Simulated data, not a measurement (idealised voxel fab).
The name of this process module is voxel transistor to metal.
The figure presents cross-section cut, which has a width of 180 nm and is divided into square cells with an edge length of 5 nm.
When this document writes out a cross-section, it uses a grid of square cells and lists it as bands, beginning at the top and moving down, with a band standing for one or more rows of cells. Band: top and bottom heights (nm) first, top before bottom; then materials from left to right, widths in nm. "all across" marks a sole material filling the band edge to edge. "blank" denotes empty space. Ref level 0: as-received wafer is one material below here. Bottom band extends down with no lower bound ("0 nm and below"). Read "30->40" as a graded width: first number on top, second number at the bottom, same change between each pair of neighbouring rows. No cell of the cross-section changed in a step that is given as "no alterations made". What "Enclosed cavities" gives you is every empty space of 8 cells or more that is cut off from the top. Each appears as width x height at distance, with the distance taken from the left edge and width, height and distance all in nm. What comes after the settings on a step's line is commentary from the simulator itself on that step. overlay nm: for a step with a mask, the amount by which the mask lay right of where it was planned; a negative amount means left of it. What follows is a series of pairs. Each pair shows a cross-section before one process step and the cross-section after it, and the after view is drawn only down to the lowest band that changed. Beneath each pair is the step that lies between the two, with its settings. Pairs may come from different runs of this module on the same starting wafer, so a pair continues from the one above it only where its entry headed "before" says so.
## before
- 35 nm to 25 nm  W all across
- 25 nm to 20 nm  W: 55  TiN: 15  W: 35  TiN: 15  W: 60
- 20 nm to 15 nm  TiN: 60  SiN: 5  TiN: 5  W: 35  TiN: 5  SiN: 5  TiN: 65
- 15 nm to 5 nm  SiO2: 60  SiN: 5  TiN: 5  W: 35  TiN: 5  SiN: 5  SiO2: 65
- 5 nm to 0 nm  SiO2: 45  SiGe: 15  SiN: 5  TiN: 5  W: 35  TiN: 5  SiN: 5  SiGe: 15  SiO2: 50
- 0 nm to -5 nm  SiO2: 25  SiN: 5  SiO2: 15  SiGe: 15  SiN: 5  TiN: 5  W: 35  TiN: 5  SiN: 5  SiGe: 15  SiO2: 15  SiN: 5  SiO2: 30
- -5 nm to -10 nm  SiO2: 30  SiGe: 30  SiO2: 5  TiN: 45  SiO2: 5  SiGe: 30  SiO2: 35
- -10 nm to -20 nm  SiO2: 30  SiGe: 30  Si: 55  SiGe: 30  SiO2: 35
- -20 nm to -30 nm  SiO2: 30  Si: 115  SiO2: 35
- -30 nm and below  Si all across
- Enclosed cavities: none
## Post-Step Snapshot
- 15 nm to 5 nm  SiO2: 60  SiN: 5  TiN: 5  W: 35  TiN: 5  SiN: 5  SiO2: 65
- Below 5, no change.
- Enclosed cavities: none
Step applied between the pre-step and post-step cross-sections shown above: CMP, height nm 15
before: cross-section not repeated; it is the one shown after the step in the pair just above.
## Post-Step Snapshot
- 30 nm to 15 nm  SiO2 all across
- Below 15, no change.
- Enclosed cavities: none
Step applied between the pre-step and post-step cross-sections shown above: DIRECTIONAL_DEP, material SiO2, thk nm 15
before: cross-section not repeated; it is the one shown after the step in the pair just above.
## Post-Step Snapshot
- 30 nm to 15 nm  SiO2: 35  blank: 20  SiO2: 65  blank: 20  SiO2: 40
- 15 nm to 5 nm  SiO2: 35  blank: 20  SiO2: 5  SiN: 5  TiN: 5  W: 35  TiN: 5  SiN: 5  SiO2: 5  blank: 20  SiO2: 40
- 5 nm to 0 nm  SiO2: 35  blank: 10  SiGe: 15  SiN: 5  TiN: 5  W: 35  TiN: 5  SiN: 5  SiGe: 15  blank: 10  SiO2: 40
- 0 nm to -5 nm  SiO2: 25  SiN: 5  SiO2: 5  blank: 10  SiGe: 15  SiN: 5  TiN: 5  W: 35  TiN: 5  SiN: 5  SiGe: 15  blank: 10  SiO2: 5  SiN: 5  SiO2: 30
- Below -5, no change.
- Enclosed cavities: none
Step applied between the pre-step and post-step cross-sections shown above: MASKED_ETCH, tone open, mask id CONTACT, width nm 20, pitch nm 85, etch materials SiO2, depth nm 35, overlay nm 0
before: cross-section not repeated; it is the one shown after the step in the pair just above.
## Post-Step Snapshot
- 35 nm to 30 nm  TiN: 40  blank: 10  TiN: 75  blank: 10  TiN: 45
- 30 nm to 15 nm  SiO2: 35  TiN: 5  blank: 10  TiN: 5  SiO2: 65  TiN: 5  blank: 10  TiN: 5  SiO2: 40
- 15 nm to 10 nm  SiO2: 35  TiN: 5  blank: 10  TiN: 5  SiO2: 5  SiN: 5  TiN: 5  W: 35  TiN: 5  SiN: 5  SiO2: 5  TiN: 5  blank: 10  TiN: 5  SiO2: 40
- 10 nm to 5 nm  SiO2: 35  TiN: 20  SiO2: 5  SiN: 5  TiN: 5  W: 35  TiN: 5  SiN: 5  SiO2: 5  TiN: 20  SiO2: 40
- 5 nm to 0 nm  SiO2: 35  TiN: 10  SiGe: 15  SiN: 5  TiN: 5  W: 35  TiN: 5  SiN: 5  SiGe: 15  TiN: 10  SiO2: 40
- 0 nm to -5 nm  SiO2: 25  SiN: 5  SiO2: 5  TiN: 10  SiGe: 15  SiN: 5  TiN: 5  W: 35  TiN: 5  SiN: 5  SiGe: 15  TiN: 10  SiO2: 5  SiN: 5  SiO2: 30
- Below -5, no change.
- Enclosed cavities: none
Step applied between the pre-step and post-step cross-sections shown above: CONFORMAL_DEP, material TiN, thk nm 5
before: cross-section not repeated; it is the one shown after the step in the pair just above.
## Post-Step Snapshot
- 40 nm to 35 nm  Ru all across
- 35 nm to 30 nm  TiN: 40  Ru: 10  TiN: 75  Ru: 10  TiN: 45
- 30 nm to 15 nm  SiO2: 35  TiN: 5  Ru: 10  TiN: 5  SiO2: 65  TiN: 5  Ru: 10  TiN: 5  SiO2: 40
- 15 nm to 10 nm  SiO2: 35  TiN: 5  Ru: 10  TiN: 5  SiO2: 5  SiN: 5  TiN: 5  W: 35  TiN: 5  SiN: 5  SiO2: 5  TiN: 5  Ru: 10  TiN: 5  SiO2: 40
- Below 10, no change.
- Enclosed cavities: none
Step applied between the pre-step and post-step cross-sections shown above: FILL_DEP, material Ru, thk nm 5
before: cross-section not repeated; it is the one shown after the step in the pair just above.
## Post-Step Snapshot
- 30 nm to 15 nm  SiO2: 35  TiN: 5  Ru: 10  TiN: 5  SiO2: 65  TiN: 5  Ru: 10  TiN: 5  SiO2: 40
- Below 15, no change.
- Enclosed cavities: none
Step applied between the pre-step and post-step cross-sections shown above: CMP, height nm 30
before: cross-section not repeated; it is the one shown after the step in the pair just above.
## Post-Step Snapshot
- 35 nm to 30 nm  SiN all across
- Below 30, no change.
- Enclosed cavities: none
Step applied between the pre-step and post-step cross-sections shown above: CONFORMAL_DEP, material SiN, thk nm 5
before: cross-section not repeated; it is the one shown after the step in the pair just above.
## Post-Step Snapshot
- 50 nm to 35 nm  lowk all across
- Below 35, no change.
- Enclosed cavities: none
Step applied between the pre-step and post-step cross-sections shown above: DIRECTIONAL_DEP, material lowk, thk nm 15
before: cross-section not repeated; it is the one shown after the step in the pair just above.
## Post-Step Snapshot
- 65 nm to 50 nm  aC all across
- Below 50, no change.
- Enclosed cavities: none
Step applied between the pre-step and post-step cross-sections shown above: DIRECTIONAL_DEP, material aC, thk nm 15
before: cross-section not repeated; it is the one shown after the step in the pair just above.
## Post-Step Snapshot
- 100 nm to 65 nm  resist: 35  blank: 20  resist: 65  blank: 20  resist: 40
- Below 65, no change.
- Enclosed cavities: none
Step applied between the pre-step and post-step cross-sections shown above: PATTERN, tone open, mask id METAL_1, material resist, width nm 20, pitch nm 85, thk nm 35, overlay nm 0
before: cross-section not repeated; it is the one shown after the step in the pair just above.
## Post-Step Snapshot
- 85 nm to 65 nm  resist: 35  blank: 20  resist: 65  blank: 20  resist: 40
- 65 nm to 50 nm  aC: 35  blank: 20  aC: 65  blank: 20  aC: 40
- Below 50, no change.
- Enclosed cavities: none
Step applied between the pre-step and post-step cross-sections shown above: DIRECTIONAL_ETCH, etch materials aC, depth nm 15
before: cross-section not repeated; it is the one shown after the step in the pair just above.
## Post-Step Snapshot
- 65 nm to 50 nm  aC: 35  blank: 20  aC: 65  blank: 20  aC: 40
- Below 50, no change.
- Enclosed cavities: none
Step applied between the pre-step and post-step cross-sections shown above: STRIP, etch materials resist
before: cross-section not repeated; it is the one shown after the step in the pair just above.
## Post-Step Snapshot
- 65 nm to 50 nm  aC: 35  blank: 20  aC: 65  blank: 20  aC: 40
- 50 nm to 35 nm  lowk: 35  blank: 20  lowk: 65  blank: 20  lowk: 40
- Below 35, no change.
- Enclosed cavities: none
Step applied between the pre-step and post-step cross-sections shown above: DIRECTIONAL_ETCH, etch materials lowk, depth nm 15
before: cross-section not repeated; it is the one shown after the step in the pair just above.
## Post-Step Snapshot
- 65 nm to 50 nm  aC: 35  blank: 20  aC: 65  blank: 20  aC: 40
- 50 nm to 35 nm  lowk: 35  blank: 20  lowk: 65  blank: 20  lowk: 40
- 35 nm to 30 nm  SiN: 35  blank: 20  SiN: 65  blank: 20  SiN: 40
- Below 30, no change.
- Enclosed cavities: none
Step applied between the pre-step and post-step cross-sections shown above: DIRECTIONAL_ETCH, etch materials SiN, depth nm 5
before: cross-section not repeated; it is the one shown after the step in the pair just above.
## Post-Step Snapshot
- 50 nm to 35 nm  lowk: 35  blank: 20  lowk: 65  blank: 20  lowk: 40
- Below 35, no change.
- Enclosed cavities: none
Step applied between the pre-step and post-step cross-sections shown above: STRIP, etch materials aC
before: cross-section not repeated; it is the one shown after the step in the pair just above.
## Post-Step Snapshot
- 55 nm to 50 nm  TiN: 40  blank: 10  TiN: 75  blank: 10  TiN: 45
- 50 nm to 35 nm  lowk: 35  TiN: 5  blank: 10  TiN: 5  lowk: 65  TiN: 5  blank: 10  TiN: 5  lowk: 40
- 35 nm to 30 nm  SiN: 35  TiN: 20  SiN: 65  TiN: 20  SiN: 40
- Below 30, no change.
- Enclosed cavities: none
Step applied between the pre-step and post-step cross-sections shown above: CONFORMAL_DEP, material TiN, thk nm 5
before: cross-section not repeated; it is the one shown after the step in the pair just above.
## Post-Step Snapshot
- 60 nm to 55 nm  Ru all across
- 55 nm to 50 nm  TiN: 40  Ru: 10  TiN: 75  Ru: 10  TiN: 45
- 50 nm to 35 nm  lowk: 35  TiN: 5  Ru: 10  TiN: 5  lowk: 65  TiN: 5  Ru: 10  TiN: 5  lowk: 40
- Below 35, no change.
- Enclosed cavities: none
Step applied between the pre-step and post-step cross-sections shown above: FILL_DEP, material Ru, thk nm 5
before: cross-section not repeated; it is the one shown after the step in the pair just above.
## Post-Step Snapshot
- 50 nm to 35 nm  lowk: 35  TiN: 5  Ru: 10  TiN: 5  lowk: 65  TiN: 5  Ru: 10  TiN: 5  lowk: 40
- Below 35, no change.
- Enclosed cavities: none
Step applied between the pre-step and post-step cross-sections shown above: CMP, height nm 50
before: cross-section not repeated; it is the one shown after the step in the pair just above.
## Post-Step Snapshot
- 55 nm to 50 nm  SiCN all across
- Below 50, no change.
- Enclosed cavities: none
Step applied between the pre-step and post-step cross-sections shown above: CONFORMAL_DEP, material SiCN, thk nm 5
## before
- 30 nm to 25 nm  blank: 60  SiN: 5  blank: 5  SiCN: 35  blank: 5  SiN: 5  blank: 65
- 25 nm to 20 nm  blank: 60  SiN: 5  SiO2: 5  SiCN: 35  SiO2: 5  SiN: 5  blank: 65
- 20 nm to 5 nm  blank: 60  SiN: 5  SiO2: 5  polySi: 35  SiO2: 5  SiN: 5  blank: 65
- 5 nm to 0 nm  blank: 45  SiGe: 15  SiN: 5  SiO2: 5  polySi: 35  SiO2: 5  SiN: 5  SiGe: 15  blank: 50
- 0 nm to -5 nm  blank: 25  SiN: 5  blank: 15  SiGe: 15  SiN: 5  SiO2: 5  polySi: 35  SiO2: 5  SiN: 5  SiGe: 15  blank: 15  SiN: 5  blank: 30
- -5 nm to -10 nm  SiO2: 30  SiGe: 30  SiO2: 55  SiGe: 30  SiO2: 35
- -10 nm to -20 nm  SiO2: 30  SiGe: 30  Si: 55  SiGe: 30  SiO2: 35
- -20 nm to -30 nm  SiO2: 30  Si: 115  SiO2: 35
- -30 nm and below  Si all across
- Enclosed cavities: none
## Post-Step Snapshot
- 30 nm to 25 nm  blank: 60  SiN: 5  blank: 5  SiCN: 35  blank: 5  SiN: 5  blank: 65
- 25 nm to 20 nm  blank: 60  SiN: 5  SiO2: 5  SiCN: 35  SiO2: 5  SiN: 5  blank: 65
- 20 nm to 10 nm  blank: 30  SiGe: 30  SiN: 5  SiO2: 5  polySi: 35  SiO2: 5  SiN: 5  SiGe: 30  blank: 35
- 10 nm to 0 nm  blank: 20  SiGe: 40  SiN: 5  SiO2: 5  polySi: 35  SiO2: 5  SiN: 5  SiGe: 40  blank: 25
- 0 nm to -5 nm  blank: 20  SiGe: 5  SiN: 5  SiGe: 30  SiN: 5  SiO2: 5  polySi: 35  SiO2: 5  SiN: 5  SiGe: 30  SiN: 5  SiGe: 5  blank: 25
- Below -5, no change.
- Enclosed cavities: none
Step applied between the pre-step and post-step cross-sections shown above: EPI, material SiGe, thk nm 15
before: cross-section not repeated; it is the one shown after the step in the pair just above.
## Post-Step Snapshot
- 40 nm to 30 nm  SiO2 all across
- 30 nm to 20 nm  SiO2: 60  SiN: 5  SiO2: 5  SiCN: 35  SiO2: 5  SiN: 5  SiO2: 65
- 20 nm to 10 nm  SiO2: 30  SiGe: 30  SiN: 5  SiO2: 5  polySi: 35  SiO2: 5  SiN: 5  SiGe: 30  SiO2: 35
- 10 nm to 0 nm  SiO2: 20  SiGe: 40  SiN: 5  SiO2: 5  polySi: 35  SiO2: 5  SiN: 5  SiGe: 40  SiO2: 25
- 0 nm to -5 nm  SiO2: 20  SiGe: 5  SiN: 5  SiGe: 30  SiN: 5  SiO2: 5  polySi: 35  SiO2: 5  SiN: 5  SiGe: 30  SiN: 5  SiGe: 5  SiO2: 25
- Below -5, no change.
- Enclosed cavities: none
Step applied between the pre-step and post-step cross-sections shown above: FILL_DEP, material SiO2, thk nm 10
before: cross-section not repeated; it is the one shown after the step in the pair just above.
## Post-Step Snapshot
- 20 nm to 10 nm  SiO2: 30  SiGe: 30  SiN: 5  SiO2: 5  polySi: 35  SiO2: 5  SiN: 5  SiGe: 30  SiO2: 35
- Below 10, no change.
- Enclosed cavities: none
Step applied between the pre-step and post-step cross-sections shown above: CMP, height nm 20
before: cross-section not repeated; it is the one shown after the step in the pair just above.
## Post-Step Snapshot
- 20 nm to 10 nm  SiO2: 30  SiGe: 30  SiN: 5  SiO2: 5  blank: 35  SiO2: 5  SiN: 5  SiGe: 30  SiO2: 35
- 10 nm to 0 nm  SiO2: 20  SiGe: 40  SiN: 5  SiO2: 5  blank: 35  SiO2: 5  SiN: 5  SiGe: 40  SiO2: 25
- 0 nm to -5 nm  SiO2: 20  SiGe: 5  SiN: 5  SiGe: 30  SiN: 5  SiO2: 5  blank: 35  SiO2: 5  SiN: 5  SiGe: 30  SiN: 5  SiGe: 5  SiO2: 25
- Below -5, no change.
- Enclosed cavities: none
Step applied between the pre-step and post-step cross-sections shown above: STRIP, etch materials polySi
before: cross-section not repeated; it is the one shown after the step in the pair just above.
## Post-Step Snapshot
- 20 nm to 15 nm  blank: 30  SiGe: 30  SiN: 5  blank: 45  SiN: 5  SiGe: 30  blank: 35
- 15 nm to 10 nm  SiO2: 30  SiGe: 30  SiN: 5  blank: 45  SiN: 5  SiGe: 30  SiO2: 35
- 10 nm to 0 nm  SiO2: 20  SiGe: 40  SiN: 5  blank: 45  SiN: 5  SiGe: 40  SiO2: 25
- 0 nm to -5 nm  SiO2: 20  SiGe: 5  SiN: 5  SiGe: 30  SiN: 5  blank: 45  SiN: 5  SiGe: 30  SiN: 5  SiGe: 5  SiO2: 25
- -5 nm to -10 nm  SiO2: 30  SiGe: 30  SiO2: 5  blank: 45  SiO2: 5  SiGe: 30  SiO2: 35
- Below -10, no change.
- Enclosed cavities: none
Step applied between the pre-step and post-step cross-sections shown above: SELECTIVE_ETCH, etch materials SiO2, depth nm 5
before: cross-section not repeated; it is the one shown after the step in the pair just above.
## Post-Step Snapshot
- 25 nm to 20 nm  blank: 25  HfO2: 45  blank: 35  HfO2: 45  blank: 30
- 20 nm to 15 nm  HfO2: 30  SiGe: 30  SiN: 5  HfO2: 5  blank: 35  HfO2: 5  SiN: 5  SiGe: 30  HfO2: 35
- 15 nm to 10 nm  SiO2: 30  SiGe: 30  SiN: 5  HfO2: 5  blank: 35  HfO2: 5  SiN: 5  SiGe: 30  SiO2: 35
- 10 nm to 0 nm  SiO2: 20  SiGe: 40  SiN: 5  HfO2: 5  blank: 35  HfO2: 5  SiN: 5  SiGe: 40  SiO2: 25
- 0 nm to -5 nm  SiO2: 20  SiGe: 5  SiN: 5  SiGe: 30  SiN: 5  HfO2: 5  blank: 35  HfO2: 5  SiN: 5  SiGe: 30  SiN: 5  SiGe: 5  SiO2: 25
- -5 nm to -10 nm  SiO2: 30  SiGe: 30  SiO2: 5  HfO2: 45  SiO2: 5  SiGe: 30  SiO2: 35
- Below -10, no change.
- Enclosed cavities: none
Step applied between the pre-step and post-step cross-sections shown above: CONFORMAL_DEP, material HfO2, thk nm 5
before: cross-section not repeated; it is the one shown after the step in the pair just above.
## Post-Step Snapshot
- 30 nm to 25 nm  blank: 20  TiN: 55  blank: 25  TiN: 55  blank: 25
- 25 nm to 20 nm  TiN: 25  HfO2: 45  TiN: 5  blank: 25  TiN: 5  HfO2: 45  TiN: 30
- 20 nm to 15 nm  HfO2: 30  SiGe: 30  SiN: 5  HfO2: 5  TiN: 5  blank: 25  TiN: 5  HfO2: 5  SiN: 5  SiGe: 30  HfO2: 35
- 15 nm to 10 nm  SiO2: 30  SiGe: 30  SiN: 5  HfO2: 5  TiN: 5  blank: 25  TiN: 5  HfO2: 5  SiN: 5  SiGe: 30  SiO2: 35
- 10 nm to 0 nm  SiO2: 20  SiGe: 40  SiN: 5  HfO2: 5  TiN: 5  blank: 25  TiN: 5  HfO2: 5  SiN: 5  SiGe: 40  SiO2: 25
- 0 nm to -5 nm  SiO2: 20  SiGe: 5  SiN: 5  SiGe: 30  SiN: 5  HfO2: 5  TiN: 35  HfO2: 5  SiN: 5  SiGe: 30  SiN: 5  SiGe: 5  SiO2: 25
- Below -5, no change.
- Enclosed cavities: none
Step applied between the pre-step and post-step cross-sections shown above: CONFORMAL_DEP, material TiN, thk nm 5
before: cross-section not repeated; it is the one shown after the step in the pair just above.
## Post-Step Snapshot
- 40 nm to 30 nm  W all across
- 30 nm to 25 nm  W: 20  TiN: 55  W: 25  TiN: 55  W: 25
- 25 nm to 20 nm  TiN: 25  HfO2: 45  TiN: 5  W: 25  TiN: 5  HfO2: 45  TiN: 30
- 20 nm to 15 nm  HfO2: 30  SiGe: 30  SiN: 5  HfO2: 5  TiN: 5  W: 25  TiN: 5  HfO2: 5  SiN: 5  SiGe: 30  HfO2: 35
- 15 nm to 10 nm  SiO2: 30  SiGe: 30  SiN: 5  HfO2: 5  TiN: 5  W: 25  TiN: 5  HfO2: 5  SiN: 5  SiGe: 30  SiO2: 35
- 10 nm to 0 nm  SiO2: 20  SiGe: 40  SiN: 5  HfO2: 5  TiN: 5  W: 25  TiN: 5  HfO2: 5  SiN: 5  SiGe: 40  SiO2: 25
- Below 0, no change.
- Enclosed cavities: none
Step applied between the pre-step and post-step cross-sections shown above: FILL_DEP, material W, thk nm 10
before: cross-section not repeated; it is the one shown after the step in the pair just above.
## Post-Step Snapshot
- 15 nm to 10 nm  SiO2: 30  SiGe: 30  SiN: 5  HfO2: 5  TiN: 5  W: 25  TiN: 5  HfO2: 5  SiN: 5  SiGe: 30  SiO2: 35
- Below 10, no change.
- Enclosed cavities: none
Step applied between the pre-step and post-step cross-sections shown above: CMP, height nm 15
before: cross-section not repeated; it is the one shown after the step in the pair just above.
## Post-Step Snapshot
- 30 nm to 15 nm  SiO2 all across
- Below 15, no change.
- Enclosed cavities: none
Step applied between the pre-step and post-step cross-sections shown above: DIRECTIONAL_DEP, material SiO2, thk nm 15
before: cross-section not repeated; it is the one shown after the step in the pair just above.
## Post-Step Snapshot
- 30 nm to 15 nm  SiO2: 35  blank: 20  SiO2: 65  blank: 20  SiO2: 40
- Below 15, no change.
- Enclosed cavities: none
Step applied between the pre-step and post-step cross-sections shown above: MASKED_ETCH, tone open, mask id CONTACT, width nm 20, pitch nm 85, etch materials SiO2, depth nm 35, overlay nm 0
before: cross-section not repeated; it is the one shown after the step in the pair just above.
## Post-Step Snapshot
- 35 nm to 30 nm  TiN: 40  blank: 10  TiN: 75  blank: 10  TiN: 45
- 30 nm to 20 nm  SiO2: 35  TiN: 5  blank: 10  TiN: 5  SiO2: 65  TiN: 5  blank: 10  TiN: 5  SiO2: 40
- 20 nm to 15 nm  SiO2: 35  TiN: 20  SiO2: 65  TiN: 20  SiO2: 40
- Below 15, no change.
- Enclosed cavities: none
Step applied between the pre-step and post-step cross-sections shown above: CONFORMAL_DEP, material TiN, thk nm 5
before: cross-section not repeated; it is the one shown after the step in the pair just above.
## Post-Step Snapshot
- 40 nm to 35 nm  Ru all across
- 35 nm to 30 nm  TiN: 40  Ru: 10  TiN: 75  Ru: 10  TiN: 45
- 30 nm to 20 nm  SiO2: 35  TiN: 5  Ru: 10  TiN: 5  SiO2: 65  TiN: 5  Ru: 10  TiN: 5  SiO2: 40
- Below 20, no change.
- Enclosed cavities: none
Step applied between the pre-step and post-step cross-sections shown above: FILL_DEP, material Ru, thk nm 5
before: cross-section not repeated; it is the one shown after the step in the pair just above.
## Post-Step Snapshot
- 30 nm to 20 nm  SiO2: 35  TiN: 5  Ru: 10  TiN: 5  SiO2: 65  TiN: 5  Ru: 10  TiN: 5  SiO2: 40
- Below 20, no change.
- Enclosed cavities: none
Step applied between the pre-step and post-step cross-sections shown above: CMP, height nm 30
before: cross-section not repeated; it is the one shown after the step in the pair just above.
## Post-Step Snapshot
- 35 nm to 30 nm  SiN all across
- Below 30, no change.
- Enclosed cavities: none
Step applied between the pre-step and post-step cross-sections shown above: CONFORMAL_DEP, material SiN, thk nm 5
before: cross-section not repeated; it is the one shown after the step in the pair just above.
## Post-Step Snapshot
- 50 nm to 35 nm  lowk all across
- Below 35, no change.
- Enclosed cavities: none
Step applied between the pre-step and post-step cross-sections shown above: DIRECTIONAL_DEP, material lowk, thk nm 15
before: cross-section not repeated; it is the one shown after the step in the pair just above.
## Post-Step Snapshot
- 65 nm to 50 nm  aC all across
- Below 50, no change.
- Enclosed cavities: none
Step applied between the pre-step and post-step cross-sections shown above: DIRECTIONAL_DEP, material aC, thk nm 15
before: cross-section not repeated; it is the one shown after the step in the pair just above.
## Post-Step Snapshot
- 100 nm to 65 nm  resist: 35  blank: 20  resist: 65  blank: 20  resist: 40
- Below 65, no change.
- Enclosed cavities: none
Step applied between the pre-step and post-step cross-sections shown above: PATTERN, tone open, mask id METAL_1, material resist, width nm 20, pitch nm 85, thk nm 35, overlay nm 0
before: cross-section not repeated; it is the one shown after the step in the pair just above.
## Post-Step Snapshot
- 85 nm to 65 nm  resist: 35  blank: 20  resist: 65  blank: 20  resist: 40
- 65 nm to 50 nm  aC: 35  blank: 20  aC: 65  blank: 20  aC: 40
- Below 50, no change.
- Enclosed cavities: none
Step applied between the pre-step and post-step cross-sections shown above: DIRECTIONAL_ETCH, etch materials aC, depth nm 15
before: cross-section not repeated; it is the one shown after the step in the pair just above.
## Post-Step Snapshot
- 65 nm to 50 nm  aC: 35  blank: 20  aC: 65  blank: 20  aC: 40
- Below 50, no change.
- Enclosed cavities: none
Step applied between the pre-step and post-step cross-sections shown above: STRIP, etch materials resist
before: cross-section not repeated; it is the one shown after the step in the pair just above.
## Post-Step Snapshot
- 65 nm to 50 nm  aC: 35  blank: 20  aC: 65  blank: 20  aC: 40
- 50 nm to 35 nm  lowk: 35  blank: 20  lowk: 65  blank: 20  lowk: 40
- Below 35, no change.
- Enclosed cavities: none
Step applied between the pre-step and post-step cross-sections shown above: DIRECTIONAL_ETCH, etch materials lowk, depth nm 15
before: cross-section not repeated; it is the one shown after the step in the pair just above.
## Post-Step Snapshot
- 65 nm to 50 nm  aC: 35  blank: 20  aC: 65  blank: 20  aC: 40
- 50 nm to 35 nm  lowk: 35  blank: 20  lowk: 65  blank: 20  lowk: 40
- 35 nm to 30 nm  SiN: 35  blank: 20  SiN: 65  blank: 20  SiN: 40
- Below 30, no change.
- Enclosed cavities: none
Step applied between the pre-step and post-step cross-sections shown above: DIRECTIONAL_ETCH, etch materials SiN, depth nm 5
before: cross-section not repeated; it is the one shown after the step in the pair just above.
## Post-Step Snapshot
- 50 nm to 35 nm  lowk: 35  blank: 20  lowk: 65  blank: 20  lowk: 40
- Below 35, no change.
- Enclosed cavities: none
Step applied between the pre-step and post-step cross-sections shown above: STRIP, etch materials aC
before: cross-section not repeated; it is the one shown after the step in the pair just above.
## Post-Step Snapshot
- 55 nm to 50 nm  TiN: 40  blank: 10  TiN: 75  blank: 10  TiN: 45
- 50 nm to 35 nm  lowk: 35  TiN: 5  blank: 10  TiN: 5  lowk: 65  TiN: 5  blank: 10  TiN: 5  lowk: 40
- 35 nm to 30 nm  SiN: 35  TiN: 20  SiN: 65  TiN: 20  SiN: 40
- Below 30, no change.
- Enclosed cavities: none
Step applied between the pre-step and post-step cross-sections shown above: CONFORMAL_DEP, material TiN, thk nm 5
before: cross-section not repeated; it is the one shown after the step in the pair just above.
## Post-Step Snapshot
- 60 nm to 55 nm  Ru all across
- 55 nm to 50 nm  TiN: 40  Ru: 10  TiN: 75  Ru: 10  TiN: 45
- 50 nm to 35 nm  lowk: 35  TiN: 5  Ru: 10  TiN: 5  lowk: 65  TiN: 5  Ru: 10  TiN: 5  lowk: 40
- Below 35, no change.
- Enclosed cavities: none
Step applied between the pre-step and post-step cross-sections shown above: FILL_DEP, material Ru, thk nm 5
before: cross-section not repeated; it is the one shown after the step in the pair just above.
## Post-Step Snapshot
- 50 nm to 35 nm  lowk: 35  TiN: 5  Ru: 10  TiN: 5  lowk: 65  TiN: 5  Ru: 10  TiN: 5  lowk: 40
- Below 35, no change.
- Enclosed cavities: none
Step applied between the pre-step and post-step cross-sections shown above: CMP, height nm 50
before: cross-section not repeated; it is the one shown after the step in the pair just above.
## Post-Step Snapshot
- 55 nm to 50 nm  SiCN all across
- Below 50, no change.
- Enclosed cavities: none
Step applied between the pre-step and post-step cross-sections shown above: CONFORMAL_DEP, material SiCN, thk nm 5
## before
- 15 nm to 5 nm  SiO2: 60  SiN: 5  HfO2: 5  TiN: 5  W: 25  TiN: 5  HfO2: 5  SiN: 5  SiO2: 65
- 5 nm to 0 nm  SiO2: 45  SiGe: 15  SiN: 5  HfO2: 5  TiN: 5  W: 25  TiN: 5  HfO2: 5  SiN: 5  SiGe: 15  SiO2: 50
- 0 nm to -5 nm  SiO2: 25  SiN: 5  SiO2: 15  SiGe: 15  SiN: 5  HfO2: 5  TiN: 35  HfO2: 5  SiN: 5  SiGe: 15  SiO2: 15  SiN: 5  SiO2: 30
- -5 nm to -10 nm  SiO2: 30  SiGe: 30  SiO2: 5  HfO2: 45  SiO2: 5  SiGe: 30  SiO2: 35
- -10 nm to -20 nm  SiO2: 30  SiGe: 30  Si: 55  SiGe: 30  SiO2: 35
- -20 nm to -30 nm  SiO2: 30  Si: 115  SiO2: 35
- -30 nm and below  Si all across
- Enclosed cavities: none
## Post-Step Snapshot
- 15 nm to 5 nm  SiO2: 35  blank: 20  SiO2: 5  SiN: 5  HfO2: 5  TiN: 5  W: 25  TiN: 5  HfO2: 5  SiN: 5  SiO2: 5  blank: 20  SiO2: 40
- 5 nm to 0 nm  SiO2: 35  blank: 10  SiGe: 15  SiN: 5  HfO2: 5  TiN: 5  W: 25  TiN: 5  HfO2: 5  SiN: 5  SiGe: 15  blank: 10  SiO2: 40
- 0 nm to -5 nm  SiO2: 25  SiN: 5  SiO2: 5  blank: 10  SiGe: 15  SiN: 5  HfO2: 5  TiN: 35  HfO2: 5  SiN: 5  SiGe: 15  blank: 10  SiO2: 5  SiN: 5  SiO2: 30
- Below -5, no change.
- Enclosed cavities: none
Step applied between the pre-step and post-step cross-sections shown above: MASKED_ETCH, tone open, mask id CONTACT, width nm 20, pitch nm 85, etch materials SiO2, depth nm 35, overlay nm 0
before: cross-section not repeated; it is the one shown after the step in the pair just above.
## Post-Step Snapshot
- 30 nm to 20 nm  SiO2: 35  blank: 20  SiO2: 65  blank: 20  SiO2: 40
- 20 nm to 15 nm  SiO2: 35  blank: 10  SiO2: 85  blank: 10  SiO2: 40
- 15 nm to 10 nm  SiO2: 35  blank: 10  SiO2: 15  SiN: 5  HfO2: 5  TiN: 5  W: 25  TiN: 5  HfO2: 5  SiN: 5  SiO2: 15  blank: 10  SiO2: 40
- 10 nm to 5 nm  SiO2: 60  SiN: 5  HfO2: 5  TiN: 5  W: 25  TiN: 5  HfO2: 5  SiN: 5  SiO2: 65
- 5 nm to 0 nm  SiO2: 45  SiGe: 15  SiN: 5  HfO2: 5  TiN: 5  W: 25  TiN: 5  HfO2: 5  SiN: 5  SiGe: 15  SiO2: 50
- 0 nm to -5 nm  SiO2: 25  SiN: 5  SiO2: 15  SiGe: 15  SiN: 5  HfO2: 5  TiN: 35  HfO2: 5  SiN: 5  SiGe: 15  SiO2: 15  SiN: 5  SiO2: 30
- Below -5, no change.
- Enclosed cavities: none
Step applied between the pre-step and post-step cross-sections shown above: DIRECTIONAL_DEP, material SiO2, thk nm 15
before: cross-section not repeated; it is the one shown after the step in the pair just above.
## Post-Step Snapshot
- 35 nm to 30 nm  TiN: 40  blank: 10  TiN: 75  blank: 10  TiN: 45
- 30 nm to 25 nm  SiO2: 35  TiN: 5  blank: 10  TiN: 5  SiO2: 65  TiN: 5  blank: 10  TiN: 5  SiO2: 40
- 25 nm to 15 nm  SiO2: 35  TiN: 20->10  SiO2: 65->85  TiN: 20->10  SiO2: 40
- 15 nm to 10 nm  SiO2: 35  TiN: 10  SiO2: 15  SiN: 5  HfO2: 5  TiN: 5  W: 25  TiN: 5  HfO2: 5  SiN: 5  SiO2: 15  TiN: 10  SiO2: 40
- Below 10, no change.
- Enclosed cavities: none
Step applied between the pre-step and post-step cross-sections shown above: CONFORMAL_DEP, material TiN, thk nm 5
